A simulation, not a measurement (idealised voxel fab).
process module | voxel capacitor over wiring
cross-section cut | 295 nm wide | cells 5 nm
A cross-section is a grid of square cells, given in bands from the top down. A band is one or more rows of cells.
Each band's line starts with the height of the band's top and of its bottom, in nm. Then come its materials from left to right, each with its width in nm. One material with "throughout" fills the band from edge to edge. "air" is empty space.
Height 0 is the level under which the wafer as received is all one material. The lowest band goes on downwards, as in "0 down".
A width such as "30 to 40" changes by the same amount from each row of cells to the next, from the band's top row to its bottom row.
"no change" after a step means that no cell of the cross-section changed.
closed voids: empty space of 8 cells or more with no open way to the top, each as width x height at its distance from the left edge, in nm
after a step's settings: what the simulator itself notes on the step
overlay nm, on a step with a mask: how far to the right of its planned place the mask lay; to the left if negative
plan
1 op RECEIVE | material Si
2 op CONFORMAL_DEP | material SiO2 | thk nm 15
3 op CONFORMAL_DEP | material SiCN | thk nm 5
4 op DIRECTIONAL_DEP | material lowk | thk nm 15
5 op DIRECTIONAL_DEP | material aC | thk nm 10
6 op PATTERN | tone open | mask id METAL_1 | material resist | width nm 20 | pitch nm 85 | thk nm 30 | overlay nm 0
7 op DIRECTIONAL_ETCH | etch materials aC | depth nm 10
8 op STRIP | etch materials resist
9 op DIRECTIONAL_ETCH | etch materials lowk | depth nm 15
10 op DIRECTIONAL_ETCH | etch materials SiCN | depth nm 5
11 op STRIP | etch materials aC
12 op CONFORMAL_DEP | material TiN | thk nm 5
13 op FILL_DEP | material Cu | thk nm 10
14 op CMP | height nm 35
15 op CONFORMAL_DEP | material SiCN | thk nm 5
16 op DIRECTIONAL_DEP | material SiO2 | thk nm 20
17 op PATTERN | tone open | mask id PLUG_1 | material resist | width nm 15 | thk nm 20 | overlay nm 0
18 op DIRECTIONAL_ETCH | etch materials SiO2 | depth nm 20
19 op DIRECTIONAL_ETCH | etch materials SiCN | depth nm 5
20 op STRIP | etch materials resist
21 op EPI | material Ru | thk nm 10
22 op EPI | material Ru | thk nm 10
23 op EPI | material Ru | thk nm 5
24 op DIRECTIONAL_DEP | material TiN | thk nm 5
25 op DIRECTIONAL_DEP | material HfO2 | thk nm 5
26 op DIRECTIONAL_DEP | material TiN | thk nm 5
27 op DIRECTIONAL_DEP | material aC | thk nm 15
28 op PATTERN | tone cover | mask id UPPER_PLATE | material resist | width nm 70 | thk nm 35 | overlay nm 0
29 op DIRECTIONAL_ETCH | etch materials aC | depth nm 15
30 op STRIP | etch materials resist
31 op DIRECTIONAL_ETCH | etch materials TiN | depth nm 5
32 op DIRECTIONAL_ETCH | etch materials HfO2 | depth nm 5
33 op STRIP | etch materials aC
34 op DIRECTIONAL_DEP | material aC | thk nm 15
35 op PATTERN | tone cover | mask id LOWER_PLATE | material resist | width nm 80 | thk nm 35 | overlay nm 0
36 op DIRECTIONAL_ETCH | etch materials aC | depth nm 15
37 op STRIP | etch materials resist
38 op DIRECTIONAL_ETCH | etch materials TiN | depth nm 5
39 op STRIP | etch materials aC
40 op FILL_DEP | material SiO2 | thk nm 20
41 op CMP | height nm 90
42 op DIRECTIONAL_DEP | material aC | thk nm 15
43 op PATTERN | tone open | mask id PLUG_2 | material resist | width nm 15 | thk nm 35 | overlay nm 0
44 op DIRECTIONAL_ETCH | etch materials aC | depth nm 15
45 op STRIP | etch materials resist
46 op DIRECTIONAL_ETCH | etch materials SiO2 | depth nm 15
47 op STRIP | etch materials aC
48 op CONFORMAL_DEP | material TiN | thk nm 5
49 op FILL_DEP | material Cu | thk nm 10
50 op CMP | height nm 90
51 op CONFORMAL_DEP | material SiCN | thk nm 5
as received, after step 1
  0 down: Si throughout
  closed voids: none
first wafer at the end, as planned
  95 to 90: SiCN throughout
  90 to 80: SiO2 110 | TiN 5 | Cu 5 | TiN 5 | SiO2 170
  80 to 70: SiO2 110 to 100 | TiN 15 to 70 | SiO2 170 to 125
  70 to 65: SiO2 100 | HfO2 70 | SiO2 125
  65 to 60: SiO2 95 | TiN 80 | SiO2 120
  60 to 40: SiO2 100 | Ru 15 | SiO2 180
  40 to 35: SiCN 100 | Ru 15 | SiCN 180
  35 to 20: lowk 95 | TiN 5 | Cu 10 | TiN 5 | lowk 65 | TiN 5 | Cu 10 | TiN 5 | lowk 95
  20 to 15: SiCN 95 | TiN 20 | SiCN 65 | TiN 20 | SiCN 95
  15 to 0: SiO2 throughout
  0 down: Si throughout
  closed voids: none
second wafer at the end: like start, like plan, one mistake
  95 to 90: SiCN throughout
  90 to 80: SiO2 100 | TiN 5 | Cu 5 | TiN 5 | SiO2 180
  80 to 70: SiO2 100 | TiN 15 to 70 | SiO2 180 to 125
  70 to 65: SiO2 100 | HfO2 70 | SiO2 125
  65 to 60: SiO2 95 | TiN 80 | SiO2 120
  60 to 40: SiO2 100 | Ru 15 | SiO2 180
  40 to 35: SiCN 100 | Ru 15 | SiCN 180
  35 to 20: lowk 95 | TiN 5 | Cu 10 | TiN 5 | lowk 65 | TiN 5 | Cu 10 | TiN 5 | lowk 95
  20 to 15: SiCN 95 | TiN 20 | SiCN 65 | TiN 20 | SiCN 95
  15 to 0: SiO2 throughout
  0 down: Si throughout
  closed voids: none
what went wrong: step 43 ran as: op PATTERN | tone open | mask id PLUG_2 | material resist | width nm 15 | thk nm 35 | overlay nm -10
at the end the second wafer has, in cells: as many of each material as the first, in other places
